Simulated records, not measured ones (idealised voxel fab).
Name of the process module below: voxel self aligned vias
Shown is cross-section cut, with a width of 285 nm and square cells of size 5 nm.
For the purposes of this document, a cross-section shall be understood as a grid of square cells, specified as bands listed in top-to-bottom order, each band consisting of one or more rows of cells.
Per band: top height and bottom height in nm, followed by the left-to-right materials and their widths in nm; "throughout" marks a single material spanning edge to edge, "empty" marks empty space.
Note: height 0 marks the level under which the wafer is uniformly one material as received. Lowest band unbounded below, written "from 0 down".
The width entry "30..40" should be interpreted row by row: the top row of cells in the band takes the first number, the bottom row takes the second number, and the change between adjacent rows is uniform throughout.
"nothing was modified", as given for a step, is the statement that not any cell of the cross-section underwent a change during that step.
Any empty space of 8 cells or more lacking an open way to the top shows up in "Listed closed voids" as width x height at distance, distance from the left edge, in nm.
It should be noted that, on the line of a given step, the content following the step's settings is a remark produced by the simulator itself with respect to that step.
The optional step-line setting "overlay nm" applies to steps with a mask and quantifies how far to the right of its planned location the mask lay, a negative value indicating leftward placement.
[So here's the lineup of process steps we planned]
1,RECEIVE | material Si
2,CONFORMAL_DEP | material SiO2 | thk nm 5
3,CONFORMAL_DEP | material SiCN | thk nm 5
4,DIRECTIONAL_DEP | material SiO2 | thk nm 20
5,PATTERN | tone open | mask id LINES | material resist | width nm 20 | pitch nm 45 | thk nm 15 | overlay nm 0
6,DIRECTIONAL_ETCH | etch materials SiO2 | depth nm 20
7,STRIP | etch materials resist
8,CONFORMAL_DEP | material TiN | thk nm 5
9,FILL_DEP | material W | thk nm 5
10,CMP | height nm 40
11,SELECTIVE_ETCH | etch materials W Ru TiN | depth nm 5
12,FILL_DEP | material SiN | thk nm 10
13,CMP | height nm 40
14,DIRECTIONAL_DEP | material SiO2 | thk nm 15
15,DIRECTIONAL_DEP | material aC | thk nm 15
16,PATTERN | tone open | mask id VIAS | material resist | width nm 30 | thk nm 30 | overlay nm 0
17,DIRECTIONAL_ETCH | etch materials aC | depth nm 15
18,STRIP | etch materials resist
19,DIRECTIONAL_ETCH | etch materials SiO2 | depth nm 15
20,DIRECTIONAL_ETCH | etch materials SiN | depth nm 5
21,STRIP | etch materials aC
22,CONFORMAL_DEP | material TiN | thk nm 5
23,FILL_DEP | material W | thk nm 5
24,CMP | height nm 55
25,CONFORMAL_DEP | material SiN | thk nm 5
The plan shows the thk nm of step 2 as the first wafer had it; this setting differs between the wafers, which start out alike.
[Received condition of the first of several wafers, sectioned: post-step 1]
- from 0 down: Si throughout
- Listed closed voids: none
[First of several wafers in cross-section at module end, following the final step, step 25]
- from 60 to 55: SiN throughout
- from 55 to 40: SiO2: 105; TiN: 5; W: 20; TiN: 5; SiO2: 150
- from 40 to 35: SiN: 105; TiN: 30; SiN: 150
- from 35 to 30: TiN: 115; W: 10; TiN: 35; W: 10; TiN: 115
- from 30 to 15: SiO2: 110; TiN: 5; W: 10; TiN: 5; SiO2: 25; TiN: 5; W: 10; TiN: 5; SiO2: 110
- from 15 to 10: SiO2: 110; TiN: 20; SiO2: 25; TiN: 20; SiO2: 110
- from 10 to 5: SiCN throughout
- from 5 to 0: SiO2 throughout
- from 0 down: Si throughout
- Listed closed voids: none
[End of module, last wafer sectioned]
- from 60 to 55: SiN throughout
- from 55 to 45: SiO2: 105; TiN: 5; W: 20; TiN: 5; SiO2: 150
- from 45 to 40: SiO2: 105; TiN: 10; W: 10; TiN: 10; SiO2: 150
- from 40 to 35: SiO2: 110; TiN: 20; SiO2: 25; SiN: 20; SiO2: 110
- from 35 to 30: SiCN throughout
- from 30 to 0: SiO2 throughout
- from 0 down: Si throughout
- Listed closed voids: none
[The rows of the table below are wafers. Looking at the end of the module, a row counts, for every material, the cells the wafer has gained, shown as (+), or lost, shown as (-), since it was received; its closed voids come next]
thk nm 5 | +57 SiCN | +108 SiN | +406 SiO2 | +85 TiN | +28 W | Listed closed voids: none
thk nm 10 | +57 SiCN | +108 SiN | +463 SiO2 | +32 TiN | +24 W | Listed closed voids: none
thk nm 15 | +57 SiCN | +61 SiN | +520 SiO2 | +28 TiN | +18 W | Listed closed voids: none
thk nm 20 | +57 SiCN | +61 SiN | +528 SiO2 | +24 TiN | +14 W | Listed closed voids: none
thk nm 25 | +57 SiCN | +61 SiN | +536 SiO2 | +20 TiN | +10 W | Listed closed voids: none
thk nm 30 | +57 SiCN | +61 SiN | +544 SiO2 | +12 TiN | +10 W | Listed closed voids: none
